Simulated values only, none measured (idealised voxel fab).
The document below concerns the process module designated voxel ribs on slabs.
Pictured: cross-section cut, 205 nm wide, on a grid of 5 nm square cells.
We lay out every cross-section as a grid of square cells and spell it out in bands from the top down, where one band means one or more rows of cells. Heads up on the band format: heights come first, top then bottom, in nm. After that it's the materials left to right, each with its width in nm. A single material flagged "throughout" fills the whole band edge to edge, and "empty" means there's empty space there. Basically, 0 is our baseline, since under it the wafer straight out of the box is all one material. The bottom band has no lower end and keeps on going down, so it looks like "0 -> down". Note: "30 to 40" means the width goes from the first number (top row of the band) to the second number (bottom row) in equal steps per row of cells. Step marked "no modification"? Then no cell in the cross-section changed in it. Empty spaces counting at least 8 cells and having no open way to the top are listed in "closed voids". The notation width x height at distance is used for each, the distance being from the left edge and all three values in nm. That trailing text on a step's line, after the settings, is the simulator's own remark on the step. Steps that use a mask can have "overlay nm" on their line. It says how far the mask sat to the right of where it was meant to be. Negative means to the left.

## Process steps (planned)
| 1 | RECEIVE: material Si |
| 2 | DIRECTIONAL_DEP: material SiO2, thk nm 25 |
| 3 | DIRECTIONAL_DEP: material polySi, thk nm 20 |
| 4 | PATTERN: tone cover, mask id RIB, material resist, width nm 30, thk nm 20, overlay nm 0 |
| 5 | DIRECTIONAL_ETCH: etch materials polySi, depth nm 10 |
| 6 | STRIP: etch materials resist |
| 7 | MASKED_ETCH: tone cover, mask id SLAB, width nm 60, etch materials polySi, depth nm 10, overlay nm 0 |
| 8 | FILL_DEP: material SiO2, thk nm 25 |
| 9 | CMP: height nm 60 |
| 10 | DIRECTIONAL_DEP: material TiN, thk nm 5 |
| 11 | PATTERN: tone cover, mask id HEATER, material resist, width nm 40, thk nm 20, overlay nm 0 |
| 12 | DIRECTIONAL_ETCH: etch materials TiN, depth nm 5 |
| 13 | STRIP: etch materials resist |
| 14 | CONFORMAL_DEP: material SiO2, thk nm 10 |

## Delivered wafer in cross-section: state after step 1
- 0 -> down: Si throughout
- closed voids: none

## Module complete, cross-section. Starting point and plan per above. One mistake made in running the module
- 75 -> 70: 70 empty, 60 SiO2, 75 empty
- 70 -> 65: SiO2 throughout
- 65 -> 60: 80 SiO2, 40 TiN, 85 SiO2
- 60 -> 45: TiN throughout
- 45 -> 35: 85 TiN, 30 polySi, 90 TiN
- 35 -> 25: 70 TiN, 60 polySi, 75 TiN
- 25 -> 0: SiO2 throughout
- 0 -> down: Si throughout
- closed voids: none
Misprocessing identified: step 8 off recipe, ran as FILL_DEP: material TiN, thk nm 25
